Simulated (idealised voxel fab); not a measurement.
This is a process module. Its name is voxel capacitor over wiring.
Shown is cross-section cut, with a width of 265 nm and square cells of size 5 nm.
We lay out every cross-section as a grid of square cells and spell it out in bands from the top down, where one band means one or more rows of cells.
This entry defines a band. It first specifies the height of the band's top and the height of its bottom in nm, and then specifies the band's materials from left to right, stating each material with its width in nm. The word "everywhere" identifies a single material that fills the band from edge to edge, while the word "air" identifies empty space.
Counting heights begins at 0, where everything beneath is, in the wafer as received, one material. The lowest band has no bottom; it goes on downwards, as "0 and below" shows.
Think of "30->40" as a width that walks from the first number to the second as you go down the band, top row to bottom row, taking equal-sized steps from row to row.
Where the words "remains unaltered" appear for a step, the cross-section shows no cell changed by that step; every cell remained as before.
Listed in "Enclosed internal cavities": every empty space of 8 or more cells without an open way to the top. Form: width x height at distance, the distance being from the left edge, all in nm.
Step line, after settings: the simulator's comment on this step.
On any step carrying a mask, the "overlay nm" setting, if present on the step's line, tells how far right of its planned place the mask lay; negative values point to the left.

-- Steps planned for the process
1 RECEIVE with material Si
2 CONFORMAL_DEP with material SiO2, thk nm 10
3 CONFORMAL_DEP with material SiN, thk nm 5
4 DIRECTIONAL_DEP with material lowk, thk nm 15
5 DIRECTIONAL_DEP with material aC, thk nm 10
6 PATTERN with tone open, mask id METAL_1, material resist, width nm 30, pitch nm 100, thk nm 25, overlay nm 0
7 DIRECTIONAL_ETCH with etch materials aC, depth nm 10
8 STRIP with etch materials resist
9 DIRECTIONAL_ETCH with etch materials lowk, depth nm 15
10 DIRECTIONAL_ETCH with etch materials SiN, depth nm 5
11 STRIP with etch materials aC
12 CONFORMAL_DEP with material TiN, thk nm 5
13 FILL_DEP with material Cu, thk nm 10
14 CMP with height nm 30
15 EPI with material Ru, thk nm 5
16 FILL_DEP with material SiCN, thk nm 5
17 DIRECTIONAL_DEP with material lowk, thk nm 20
18 MASKED_ETCH with tone open, mask id PLUG_1, width nm 15, etch materials lowk, depth nm 20, overlay nm 0
19 MASKED_ETCH with tone open, mask id PLUG_1, width nm 15, etch materials SiCN, depth nm 5, overlay nm 0
20 EPI with material Ru, thk nm 10
21 EPI with material Ru, thk nm 10
22 EPI with material Ru, thk nm 5
23 DIRECTIONAL_DEP with material TiN, thk nm 10
24 DIRECTIONAL_DEP with material Al2O3, thk nm 5
25 DIRECTIONAL_DEP with material TiN, thk nm 5
26 PATTERN with tone cover, mask id UPPER_PLATE, material resist, width nm 75, thk nm 15, overlay nm 0
27 DIRECTIONAL_ETCH with etch materials TiN, depth nm 5
28 DIRECTIONAL_ETCH with etch materials Al2O3, depth nm 5
29 STRIP with etch materials resist
30 MASKED_ETCH with tone cover, mask id LOWER_PLATE, width nm 85, etch materials TiN, depth nm 10, overlay nm 0
31 FILL_DEP with material SiO2, thk nm 15
32 CMP with height nm 90
33 DIRECTIONAL_DEP with material aC, thk nm 15
34 PATTERN with tone open, mask id PLUG_2, material resist, width nm 15, thk nm 35, overlay nm 0
35 DIRECTIONAL_ETCH with etch materials aC, depth nm 15
36 STRIP with etch materials resist
37 DIRECTIONAL_ETCH with etch materials SiO2, depth nm 10
38 STRIP with etch materials aC
39 CONFORMAL_DEP with material TiN, thk nm 5
40 FILL_DEP with material Ru, thk nm 10
41 CMP with height nm 90
42 CONFORMAL_DEP with material SiCN, thk nm 5

-- The first of a set of two wafers, run to plan

-- As received (post step 1): cross-section
0 and below = Si everywhere
Enclosed internal cavities: none

-- Wafer section view after processing step 2
10 down to 0 = SiO2 everywhere
Beneath the level 0, the cross-section is identical to its previous state.

-- Wafer section view after processing step 3
15 down to 10 = SiN everywhere
Beneath the level 10, the cross-section is identical to its previous state.

-- Wafer section view after processing step 4
30 down to 15 = lowk everywhere
Beneath the level 15, the cross-section is identical to its previous state.

-- Wafer section view after processing step 5
40 down to 30 = aC everywhere
Beneath the level 30, the cross-section is identical to its previous state.

-- Wafer section view after processing step 6
65 down to 40 = 65 of resist | 30 of air | 70 of resist | 30 of air | 70 of resist
Beneath the level 40, the cross-section is identical to its previous state.

-- Wafer section view after processing step 7
55 down to 40 = 65 of resist | 30 of air | 70 of resist | 30 of air | 70 of resist
40 down to 30 = 65 of aC | 30 of air | 70 of aC | 30 of air | 70 of aC
Beneath the level 30, the cross-section is identical to its previous state.

-- Wafer section view after processing step 8
40 down to 30 = 65 of aC | 30 of air | 70 of aC | 30 of air | 70 of aC
Beneath the level 30, the cross-section is identical to its previous state.

-- Wafer section view after processing step 9
40 down to 30 = 65 of aC | 30 of air | 70 of aC | 30 of air | 70 of aC
30 down to 15 = 65 of lowk | 30 of air | 70 of lowk | 30 of air | 70 of lowk
Beneath the level 15, the cross-section is identical to its previous state.

-- Wafer section view after processing step 10
40 down to 30 = 65 of aC | 30 of air | 70 of aC | 30 of air | 70 of aC
30 down to 15 = 65 of lowk | 30 of air | 70 of lowk | 30 of air | 70 of lowk
15 down to 10 = 65 of SiN | 30 of air | 70 of SiN | 30 of air | 70 of SiN
Beneath the level 10, the cross-section is identical to its previous state.

-- Wafer section view after processing step 11
30 down to 15 = 65 of lowk | 30 of air | 70 of lowk | 30 of air | 70 of lowk
Beneath the level 15, the cross-section is identical to its previous state.

-- Wafer section view after processing step 12
35 down to 30 = 70 of TiN | 20 of air | 80 of TiN | 20 of air | 75 of TiN
30 down to 15 = 65 of lowk | 5 of TiN | 20 of air | 5 of TiN | 70 of lowk | 5 of TiN | 20 of air | 5 of TiN | 70 of lowk
15 down to 10 = 65 of SiN | 30 of TiN | 70 of SiN | 30 of TiN | 70 of SiN
Beneath the level 10, the cross-section is identical to its previous state.

-- Wafer section view after processing step 13
45 down to 35 = Cu everywhere
35 down to 30 = 70 of TiN | 20 of Cu | 80 of TiN | 20 of Cu | 75 of TiN
30 down to 15 = 65 of lowk | 5 of TiN | 20 of Cu | 5 of TiN | 70 of lowk | 5 of TiN | 20 of Cu | 5 of TiN | 70 of lowk
Beneath the level 15, the cross-section is identical to its previous state.

-- Wafer section view after processing step 14
30 down to 15 = 65 of lowk | 5 of TiN | 20 of Cu | 5 of TiN | 70 of lowk | 5 of TiN | 20 of Cu | 5 of TiN | 70 of lowk
Beneath the level 15, the cross-section is identical to its previous state.

-- Wafer section view after processing step 15
35 down to 30 = 60 of air | 40 of Ru | 60 of air | 40 of Ru | 65 of air
Beneath the level 30, the cross-section is identical to its previous state.

-- Wafer section view after processing step 16
40 down to 35 = SiCN everywhere
35 down to 30 = 60 of SiCN | 40 of Ru | 60 of SiCN | 40 of Ru | 65 of SiCN
Beneath the level 30, the cross-section is identical to its previous state.

-- Wafer section view after processing step 17
60 down to 40 = lowk everywhere
Beneath the level 40, the cross-section is identical to its previous state.

-- Wafer section view after processing step 18
60 down to 40 = 80 of lowk | 15 of air | 170 of lowk
Beneath the level 40, the cross-section is identical to its previous state.

-- Wafer section view after processing step 19
60 down to 40 = 80 of lowk | 15 of air | 170 of lowk
40 down to 35 = 80 of SiCN | 15 of air | 170 of SiCN
Beneath the level 35, the cross-section is identical to its previous state.

-- Wafer section view after processing step 20
60 down to 45 = 80 of lowk | 15 of air | 170 of lowk
45 down to 40 = 80 of lowk | 15 of Ru | 170 of lowk
40 down to 35 = 80 of SiCN | 15 of Ru | 170 of SiCN
Beneath the level 35, the cross-section is identical to its previous state.

-- Wafer section view after processing step 21
60 down to 55 = 80 of lowk | 15 of air | 170 of lowk
55 down to 40 = 80 of lowk | 15 of Ru | 170 of lowk
Beneath the level 40, the cross-section is identical to its previous state.

-- Wafer section view after processing step 22
60 down to 40 = 80 of lowk | 15 of Ru | 170 of lowk
Beneath the level 40, the cross-section is identical to its previous state.

-- Wafer section view after processing step 23
70 down to 60 = TiN everywhere
Beneath the level 60, the cross-section is identical to its previous state.

-- Wafer section view after processing step 24
75 down to 70 = Al2O3 everywhere
Beneath the level 70, the cross-section is identical to its previous state.

-- Wafer section view after processing step 25
80 down to 75 = TiN everywhere
Beneath the level 75, the cross-section is identical to its previous state.

-- Wafer section view after processing step 26
95 down to 80 = 80 of air | 75 of resist | 110 of air
Beneath the level 80, the cross-section is identical to its previous state.

-- Wafer section view after processing step 27
95 down to 80 = 80 of air | 75 of resist | 110 of air
80 down to 75 = 80 of air | 75 of TiN | 110 of air
Beneath the level 75, the cross-section is identical to its previous state.

-- Wafer section view after processing step 28
95 down to 80 = 80 of air | 75 of resist | 110 of air
80 down to 75 = 80 of air | 75 of TiN | 110 of air
75 down to 70 = 80 of air | 75 of Al2O3 | 110 of air
Beneath the level 70, the cross-section is identical to its previous state.

-- Wafer section view after processing step 29
80 down to 75 = 80 of air | 75 of TiN | 110 of air
Beneath the level 75, the cross-section is identical to its previous state.

-- Wafer section view after processing step 30
80 down to 75 = 80 of air | 75 of TiN | 110 of air
75 down to 70 = 80 of air | 75 of Al2O3 | 110 of air
70 down to 60 = 75 of air | 85 of TiN | 105 of air
Beneath the level 60, the cross-section is identical to its previous state.

-- Wafer section view after processing step 31
95 down to 80 = SiO2 everywhere
80 down to 75 = 80 of SiO2 | 75 of TiN | 110 of SiO2
75 down to 70 = 80 of SiO2 | 75 of Al2O3 | 110 of SiO2
70 down to 60 = 75 of SiO2 | 85 of TiN | 105 of SiO2
Beneath the level 60, the cross-section is identical to its previous state.

-- Wafer section view after processing step 32
90 down to 80 = SiO2 everywhere
Beneath the level 80, the cross-section is identical to its previous state.

-- Wafer section view after processing step 33
105 down to 90 = aC everywhere
Beneath the level 90, the cross-section is identical to its previous state.

-- Wafer section view after processing step 34
140 down to 105 = 90 of resist | 15 of air | 160 of resist
Beneath the level 105, the cross-section is identical to its previous state.

-- Wafer section view after processing step 35
125 down to 105 = 90 of resist | 15 of air | 160 of resist
105 down to 90 = 90 of aC | 15 of air | 160 of aC
Beneath the level 90, the cross-section is identical to its previous state.

-- Wafer section view after processing step 36
105 down to 90 = 90 of aC | 15 of air | 160 of aC
Beneath the level 90, the cross-section is identical to its previous state.

-- Wafer section view after processing step 37
105 down to 90 = 90 of aC | 15 of air | 160 of aC
90 down to 80 = 90 of SiO2 | 15 of air | 160 of SiO2
Beneath the level 80, the cross-section is identical to its previous state.

-- Wafer section view after processing step 38
90 down to 80 = 90 of SiO2 | 15 of air | 160 of SiO2
Beneath the level 80, the cross-section is identical to its previous state.

-- Wafer section view after processing step 39
95 down to 90 = 95 of TiN | 5 of air | 165 of TiN
90 down to 85 = 90 of SiO2 | 5 of TiN | 5 of air | 5 of TiN | 160 of SiO2
85 down to 75 = 90->80 of SiO2 | 15->75 of TiN | 160->110 of SiO2
Beneath the level 75, the cross-section is identical to its previous state.

-- Wafer section view after processing step 40
105 down to 95 = Ru everywhere
95 down to 90 = 95 of TiN | 5 of Ru | 165 of TiN
90 down to 85 = 90 of SiO2 | 5 of TiN | 5 of Ru | 5 of TiN | 160 of SiO2
Beneath the level 85, the cross-section is identical to its previous state.

-- Wafer section view after processing step 41
90 down to 85 = 90 of SiO2 | 5 of TiN | 5 of Ru | 5 of TiN | 160 of SiO2
Beneath the level 85, the cross-section is identical to its previous state.

-- Wafer section view after processing step 42
95 down to 90 = SiCN everywhere
Beneath the level 90, the cross-section is identical to its previous state.

-- For the second wafer, take the first wafer's start and plan, then add one mistake made in running it; everything through step 19, that step included, is shared with the first

-- Cross-sectional view of the second wafer at the intended end time of process step 21
65 down to 60 = 75 of air | 25 of Ru | 165 of air
60 down to 40 = 80 of lowk | 15 of Ru | 170 of lowk
40 down to 35 = 80 of SiCN | 15 of Ru | 170 of SiCN
Beneath the level 35, the cross-section is identical to its previous state.

-- Cross-sectional view of the second wafer at the intended end time of process step 22
70 down to 60 = 70 of air | 35 of Ru | 160 of air
Beneath the level 60, the cross-section is identical to its previous state.

-- Cross-sectional view of the second wafer at the intended end time of process step 23
80 down to 70 = 70 of air | 35 of TiN | 160 of air
70 down to 60 = 70 of TiN | 35 of Ru | 160 of TiN
Beneath the level 60, the cross-section is identical to its previous state.

-- Cross-sectional view of the second wafer at the intended end time of process step 24
85 down to 80 = 70 of air | 35 of Al2O3 | 160 of air
80 down to 75 = 70 of air | 35 of TiN | 160 of air
75 down to 70 = 70 of Al2O3 | 35 of TiN | 160 of Al2O3
Beneath the level 70, the cross-section is identical to its previous state.

-- Cross-sectional view of the second wafer at the intended end time of process step 25
90 down to 85 = 70 of air | 35 of TiN | 160 of air
85 down to 80 = 70 of air | 35 of Al2O3 | 160 of air
80 down to 75 = TiN everywhere
Beneath the level 75, the cross-section is identical to its previous state.

-- Cross-sectional view of the second wafer at the intended end time of process step 26
105 down to 90 = 80 of air | 75 of resist | 110 of air
90 down to 85 = 70 of air | 35 of TiN | 50 of resist | 110 of air
85 down to 80 = 70 of air | 35 of Al2O3 | 50 of resist | 110 of air
Beneath the level 80, the cross-section is identical to its previous state.

-- Cross-sectional view of the second wafer at the intended end time of process step 27
105 down to 90 = 80 of air | 75 of resist | 110 of air
90 down to 85 = 80 of air | 25 of TiN | 50 of resist | 110 of air
85 down to 80 = 70 of air | 35 of Al2O3 | 50 of resist | 110 of air
80 down to 75 = 70 of air | 85 of TiN | 110 of air
Beneath the level 75, the cross-section is identical to its previous state.

-- Cross-sectional view of the second wafer at the intended end time of process step 28
105 down to 90 = 80 of air | 75 of resist | 110 of air
90 down to 85 = 80 of air | 25 of TiN | 50 of resist | 110 of air
85 down to 80 = 80 of air | 25 of Al2O3 | 50 of resist | 110 of air
80 down to 75 = 70 of air | 85 of TiN | 110 of air
75 down to 70 = 70 of air | 35 of TiN | 50 of Al2O3 | 110 of air
Beneath the level 70, the cross-section is identical to its previous state.

-- Cross-sectional view of the second wafer at the intended end time of process step 29
90 down to 85 = 80 of air | 25 of TiN | 160 of air
85 down to 80 = 80 of air | 25 of Al2O3 | 160 of air
Beneath the level 80, the cross-section is identical to its previous state.

-- Cross-sectional view of the second wafer at the intended end time of process step 30
90 down to 85 = 80 of air | 25 of TiN | 160 of air
85 down to 80 = 80 of air | 25 of Al2O3 | 160 of air
80 down to 75 = 75 of air | 80 of TiN | 110 of air
75 down to 70 = 75 of air | 30 of TiN | 50 of Al2O3 | 110 of air
70 down to 60 = 70 of air | 35 of Ru | 55 of TiN | 105 of air
Beneath the level 60, the cross-section is identical to its previous state.

-- Cross-sectional view of the second wafer at the intended end time of process step 31
105 down to 90 = SiO2 everywhere
90 down to 85 = 80 of SiO2 | 25 of TiN | 160 of SiO2
85 down to 80 = 80 of SiO2 | 25 of Al2O3 | 160 of SiO2
80 down to 75 = 75 of SiO2 | 80 of TiN | 110 of SiO2
75 down to 70 = 75 of SiO2 | 30 of TiN | 50 of Al2O3 | 110 of SiO2
70 down to 60 = 70 of SiO2 | 35 of Ru | 55 of TiN | 105 of SiO2
Beneath the level 60, the cross-section is identical to its previous state.

-- Cross-sectional view of the second wafer at the intended end time of process step 32
90 down to 85 = 80 of SiO2 | 25 of TiN | 160 of SiO2
Beneath the level 85, the cross-section is identical to its previous state.

-- Cross-sectional view of the second wafer at the intended end time of process step 33
105 down to 90 = aC everywhere
Beneath the level 90, the cross-section is identical to its previous state.

-- Cross-sectional view of the second wafer at the intended end time of process step 34
140 down to 105 = 90 of resist | 15 of air | 160 of resist
Beneath the level 105, the cross-section is identical to its previous state.

-- Cross-sectional view of the second wafer at the intended end time of process step 35
125 down to 105 = 90 of resist | 15 of air | 160 of resist
105 down to 90 = 90 of aC | 15 of air | 160 of aC
Beneath the level 90, the cross-section is identical to its previous state.

-- Cross-sectional view of the second wafer at the intended end time of process step 36
105 down to 90 = 90 of aC | 15 of air | 160 of aC
Beneath the level 90, the cross-section is identical to its previous state.

Cross-sectional view of the second wafer at the intended end time of process step 37: remains unaltered

-- Cross-sectional view of the second wafer at the intended end time of process step 38
90 down to 85 = 80 of SiO2 | 25 of TiN | 160 of SiO2
Beneath the level 85, the cross-section is identical to its previous state.

-- Cross-sectional view of the second wafer at the intended end time of process step 39
95 down to 90 = TiN everywhere
Beneath the level 90, the cross-section is identical to its previous state.

-- Cross-sectional view of the second wafer at the intended end time of process step 40
105 down to 95 = Ru everywhere
Beneath the level 95, the cross-section is identical to its previous state.

-- Cross-sectional view of the second wafer at the intended end time of process step 41
90 down to 85 = 80 of SiO2 | 25 of TiN | 160 of SiO2
Beneath the level 85, the cross-section is identical to its previous state.

-- Cross-sectional view of the second wafer at the intended end time of process step 42
95 down to 90 = SiCN everywhere
Beneath the level 90, the cross-section is identical to its previous state.
Run error: note: one of steps 20 and 21 (identical) was run twice; cannot identify which
The final cell counts differ between the wafers, with the second having more or fewer of some materials than the first: 13 more of Ru, 8 fewer of SiO2, 5 fewer of TiN
